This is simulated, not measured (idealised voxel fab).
Process module name: voxel gate over fins
cross-section cut | 290 nm wide | cells 5 nm
Format of a cross-section: grid, square cells. Given as bands. Order: top down. Band: one or more rows of cells.
The entry gives the band's vertical extent as a top height and a bottom height in nm, then its horizontal make-up as materials from left to right, each with a width in nm. "air" stands for empty space; a single material marked "all across" fills the band edge to edge.
Heights are measured from 0, the level below which the as-received wafer is all one material; the lowest band has no bottom and continues downward, written as in "0 nm and below".
Top row gets the first number, bottom row gets the second, and each row in between changes by the same step: that is how a band width like "30 to 40" works.
For the purposes of this document, the phrase "no change occurred" attached to a step denotes that no cell within the cross-section was modified by that step.
Look at "Enclosed voids" for the closed voids: empty spaces with no open path to the top, sized 8 cells or up. Each is width x height at distance, distance from the left edge, all nm.
Anything after a step's settings on that line? It's the simulator's own note about the step.
overlay nm: how far to the right of its planned place the mask lay on this masked step (negative: to the left).

Process steps foreseen in the plan
1. RECEIVE: material Si
2. CONFORMAL_DEP: material SiN, thk nm 10
3. DIRECTIONAL_DEP: material aC, thk nm 10
4. PATTERN: tone cover, mask id FINS, material resist, width nm 15, pitch nm 45, thk nm 30, overlay nm 0
5. DIRECTIONAL_ETCH: etch materials aC, depth nm 10
6. STRIP: etch materials resist
7. DIRECTIONAL_ETCH: etch materials SiN, depth nm 10
8. DIRECTIONAL_ETCH: etch materials Si, depth nm 40
9. STRIP: etch materials aC
10. OXIDIZE: depth nm 5
11. FILL_DEP: material SiO2, thk nm 5
12. CMP: height nm 10
13. SELECTIVE_ETCH: etch materials SiO2, depth nm 25
14. STRIP: etch materials SiN
15. CONFORMAL_DEP: material HfO2, thk nm 5
16. CONFORMAL_DEP: material TiN, thk nm 5
17. CONFORMAL_DEP: material TiAl, thk nm 5
18. CONFORMAL_DEP: material TiN, thk nm 5
19. FILL_DEP: material W, thk nm 10
20. CMP: height nm 25
21. CONFORMAL_DEP: material SiN, thk nm 5

The cross-section here shows the wafer as received, i.e. in its state after step 1
    0 nm and below: Si all across
    Enclosed voids: none

Cross-section, first of two wafers, end of module, run as planned
    30 nm to 25 nm: SiN all across
    25 nm to 20 nm: W all across
    20 nm to 15 nm: 75 of W | 135 of TiN | 80 of W
    15 nm to 10 nm: 75 of W | 5 of TiN | 35 of TiAl | 10 of TiN | 35 of TiAl | 10 of TiN | 35 of TiAl | 5 of TiN | 80 of W
    10 nm to 5 nm: 75 of W | 5 of TiN | 5 of TiAl | 25 of TiN | 5 of TiAl | 10 of TiN | 5 of TiAl | 25 of TiN | 5 of TiAl | 10 of TiN | 5 of TiAl | 25 of TiN | 5 of TiAl | 5 of TiN | 80 of W
    5 nm to 0 nm: 80 of TiN | 5 of TiAl | 5 of TiN | 15 of HfO2 | 5 of TiN | 5 of TiAl | 10 of TiN | 5 of TiAl | 5 of TiN | 15 of HfO2 | 5 of TiN | 5 of TiAl | 10 of TiN | 5 of TiAl | 5 of TiN | 15 of HfO2 | 5 of TiN | 5 of TiAl | 85 of TiN
    0 nm to -5 nm: 85 of TiAl | 5 of TiN | 5 of HfO2 | 5 of Si | 5 of HfO2 | 5 of TiN | 20 of TiAl | 5 of TiN | 5 of HfO2 | 5 of Si | 5 of HfO2 | 5 of TiN | 20 of TiAl | 5 of TiN | 5 of HfO2 | 5 of Si | 5 of HfO2 | 5 of TiN | 90 of TiAl
    -5 nm to -10 nm: 90 of TiN | 5 of HfO2 | 5 of Si | 5 of HfO2 | 30 of TiN | 5 of HfO2 | 5 of Si | 5 of HfO2 | 30 of TiN | 5 of HfO2 | 5 of Si | 5 of HfO2 | 95 of TiN
    -10 nm to -15 nm: 95 of HfO2 | 5 of Si | 40 of HfO2 | 5 of Si | 40 of HfO2 | 5 of Si | 100 of HfO2
    -15 nm to -45 nm: 95 of SiO2 | 5 of Si | 40 of SiO2 | 5 of Si | 40 of SiO2 | 5 of Si | 100 of SiO2
    -45 nm and below: Si all across
    Enclosed voids: none

Wafer two (of two), end-of-module cross-section: start = wafer one, plan = wafer one, one run mistake
    20 nm to 15 nm: SiN all across
    15 nm to 10 nm: 75 of W | 5 of TiN | 35 of TiAl | 10 of TiN | 35 of TiAl | 10 of TiN | 35 of TiAl | 5 of TiN | 80 of W
    10 nm to 5 nm: 75 of W | 5 of TiN | 5 of TiAl | 25 of TiN | 5 of TiAl | 10 of TiN | 5 of TiAl | 25 of TiN | 5 of TiAl | 10 of TiN | 5 of TiAl | 25 of TiN | 5 of TiAl | 5 of TiN | 80 of W
    5 nm to 0 nm: 80 of TiN | 5 of TiAl | 5 of TiN | 15 of HfO2 | 5 of TiN | 5 of TiAl | 10 of TiN | 5 of TiAl | 5 of TiN | 15 of HfO2 | 5 of TiN | 5 of TiAl | 10 of TiN | 5 of TiAl | 5 of TiN | 15 of HfO2 | 5 of TiN | 5 of TiAl | 85 of TiN
    0 nm to -5 nm: 85 of TiAl | 5 of TiN | 5 of HfO2 | 5 of Si | 5 of HfO2 | 5 of TiN | 20 of TiAl | 5 of TiN | 5 of HfO2 | 5 of Si | 5 of HfO2 | 5 of TiN | 20 of TiAl | 5 of TiN | 5 of HfO2 | 5 of Si | 5 of HfO2 | 5 of TiN | 90 of TiAl
    -5 nm to -10 nm: 90 of TiN | 5 of HfO2 | 5 of Si | 5 of HfO2 | 30 of TiN | 5 of HfO2 | 5 of Si | 5 of HfO2 | 30 of TiN | 5 of HfO2 | 5 of Si | 5 of HfO2 | 95 of TiN
    -10 nm to -15 nm: 95 of HfO2 | 5 of Si | 40 of HfO2 | 5 of Si | 40 of HfO2 | 5 of Si | 100 of HfO2
    -15 nm to -45 nm: 95 of SiO2 | 5 of Si | 40 of SiO2 | 5 of Si | 40 of SiO2 | 5 of Si | 100 of SiO2
    -45 nm and below: Si all across
    Enclosed voids: none
Misprocessing identified: step 20 ran differently from the plan; actual operation with settings: CMP: height nm 15
End of process, cell counts, second wafer against first, materials with more or fewer: 27 fewer of TiN; 89 fewer of W
